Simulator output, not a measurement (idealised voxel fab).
The name of this process module is voxel transistor to metal.
For reference, the cross-section in this document is cut, with width 170 nm and square cells of 5 nm.
A cross-section in this document is a grid of square cells, and it is written down as bands, the top band listed before the ones below it; a band is made up of one or more rows of cells. Within each band entry, the heights of the top and of the bottom of the band appear first, in that order and in nm; the materials of the band then follow from left to right, each with its corresponding width in nm. The designation "full width" on a single material indicates that it fills the band from edge to edge; the designation "air" indicates empty space. Heights are expressed relative to 0, this being the level below which the as-received wafer comprises one material exclusively. The lowest band is unbounded in the downward direction and is denoted as in "z 0 and below". The two numbers in a width such as "30..40" mark its ends across the band: the first belongs to the top row of cells, the second to the bottom row, and from each row to the next the width moves by the same amount. Take "nothing got changed" at face value: in the step it is given for, the cross-section changed in none of its cells. What "Fully sealed cavities" gives you is every empty space of 8 cells or more that is cut off from the top. Each appears as width x height at distance, with the distance taken from the left edge and width, height and distance all in nm. What comes after the settings on a step's line is commentary from the simulator itself on that step. overlay nm, on a step with a mask: how far to the right of its planned place the mask lay; to the left if negative.
# Here's what the planned process steps look like
- 1: RECEIVE, material Si
- 2: CONFORMAL_DEP, material SiO2, thk nm 5
- 3: CONFORMAL_DEP, material SiN, thk nm 10
- 4: PATTERN, tone cover, mask id ACTIVE, material resist, width nm 95, thk nm 15, overlay nm 0
- 5: DIRECTIONAL_ETCH, etch materials SiN, depth nm 10
- 6: DIRECTIONAL_ETCH, etch materials SiO2, depth nm 5
- 7: DIRECTIONAL_ETCH, etch materials Si, depth nm 35
- 8: STRIP, etch materials resist
- 9: FILL_DEP, material SiO2, thk nm 10
- 10: CMP, height nm 15
- 11: SELECTIVE_ETCH, etch materials SiO2, depth nm 5
- 12: STRIP, etch materials SiN
- 13: SELECTIVE_ETCH, etch materials SiO2, depth nm 5
- 14: OXIDIZE, depth nm 5
- 15: DIRECTIONAL_DEP, material polySi, thk nm 25
- 16: DIRECTIONAL_DEP, material SiCN, thk nm 10
- 17: PATTERN, tone cover, mask id GATE, material resist, width nm 25, thk nm 15, overlay nm 0
- 18: DIRECTIONAL_ETCH, etch materials SiCN, depth nm 20
- 19: DIRECTIONAL_ETCH, etch materials polySi, depth nm 35
- 20: STRIP, etch materials resist
- 21: CONFORMAL_DEP, material SiO2, thk nm 5
- 22: DIRECTIONAL_ETCH, etch materials SiO2, depth nm 5
- 23: CONFORMAL_DEP, material SiN, thk nm 10
- 24: DIRECTIONAL_ETCH, etch materials SiN, depth nm 10
- 25: DIRECTIONAL_ETCH, etch materials SiO2, depth nm 5
- 26: DIRECTIONAL_ETCH, etch materials Si, depth nm 10
- 27: EPI, material SiGe, thk nm 10
- 28: FILL_DEP, material SiO2, thk nm 5
- 29: CMP, height nm 35
- 30: DIRECTIONAL_DEP, material SiO2, thk nm 15
- 31: MASKED_ETCH, tone open, mask id CONTACT, width nm 25, pitch nm 60, etch materials SiO2, depth nm 45, overlay nm 0
- 32: CONFORMAL_DEP, material TiN, thk nm 5
- 33: FILL_DEP, material W, thk nm 5
- 34: CMP, height nm 50
- 35: DIRECTIONAL_DEP, material TiN, thk nm 5
- 36: DIRECTIONAL_DEP, material Ru, thk nm 25
- 37: PATTERN, tone cover, mask id METAL_1, material resist, width nm 15, pitch nm 70, thk nm 15, overlay nm 0
- 38: DIRECTIONAL_ETCH, etch materials Ru, depth nm 25
- 39: DIRECTIONAL_ETCH, etch materials TiN, depth nm 5
- 40: STRIP, etch materials resist
- 41: FILL_DEP, material SiO2, thk nm 5
- 42: CMP, height nm 80
- 43: CONFORMAL_DEP, material SiCN, thk nm 5
- 44: DIRECTIONAL_DEP, material SiO2, thk nm 25
- 45: PATTERN, tone open, mask id METAL_2, material resist, width nm 15, pitch nm 70, thk nm 20, overlay nm 0
- 46: DIRECTIONAL_ETCH, etch materials SiO2, depth nm 15
- 47: STRIP, etch materials resist
- 48: DIRECTIONAL_DEP, material aC, thk nm 10
- 49: PATTERN, tone open, mask id METAL_2_HOLES, material resist, width nm 15, pitch nm 70, thk nm 30, overlay nm -15
- 50: DIRECTIONAL_ETCH, etch materials aC, depth nm 10
- 51: STRIP, etch materials resist
- 52: DIRECTIONAL_ETCH, etch materials SiO2, depth nm 10
- 53: DIRECTIONAL_ETCH, etch materials SiCN, depth nm 5
- 54: STRIP, etch materials aC
- 55: CONFORMAL_DEP, material TiN, thk nm 5
- 56: FILL_DEP, material Ru, thk nm 10
- 57: CMP, height nm 110
- 58: CONFORMAL_DEP, material SiN, thk nm 5
Variable across wafers: step 49 overlay nm (plan value is that of the first wafer; starting state common to all).
# After step 1, as received: first of several wafers, cross-section
  z 0 and below  Si full width
  Fully sealed cavities: none
# Quick key for the table: a row per wafer, taken at the end of the module. For each material it tells you how many cells the wafer gained (+) or lost (-) since it came in, and the closed voids come after
overlay nm -15 | +40 Ru | -132 Si | +44 SiCN | +16 SiGe | +66 SiN | +631 SiO2 | +68 TiN | +24 W | +25 polySi | Fully sealed cavities: none
overlay nm -10 | +38 Ru | -132 Si | +42 SiCN | +16 SiGe | +66 SiN | +631 SiO2 | +72 TiN | +24 W | +25 polySi | Fully sealed cavities: none
overlay nm -5 | +36 Ru | -132 Si | +40 SiCN | +16 SiGe | +66 SiN | +631 SiO2 | +76 TiN | +24 W | +25 polySi | Fully sealed cavities: none
overlay nm 0 | +40 Ru | -132 Si | +38 SiCN | +16 SiGe | +66 SiN | +631 SiO2 | +74 TiN | +24 W | +25 polySi | Fully sealed cavities: none
overlay nm 5 | +36 Ru | -132 Si | +40 SiCN | +16 SiGe | +66 SiN | +631 SiO2 | +76 TiN | +24 W | +25 polySi | Fully sealed cavities: none
overlay nm 10 | +38 Ru | -132 Si | +42 SiCN | +16 SiGe | +66 SiN | +631 SiO2 | +72 TiN | +24 W | +25 polySi | Fully sealed cavities: none
overlay nm 15 | +40 Ru | -132 Si | +44 SiCN | +16 SiGe | +66 SiN | +631 SiO2 | +68 TiN | +24 W | +25 polySi | Fully sealed cavities: none
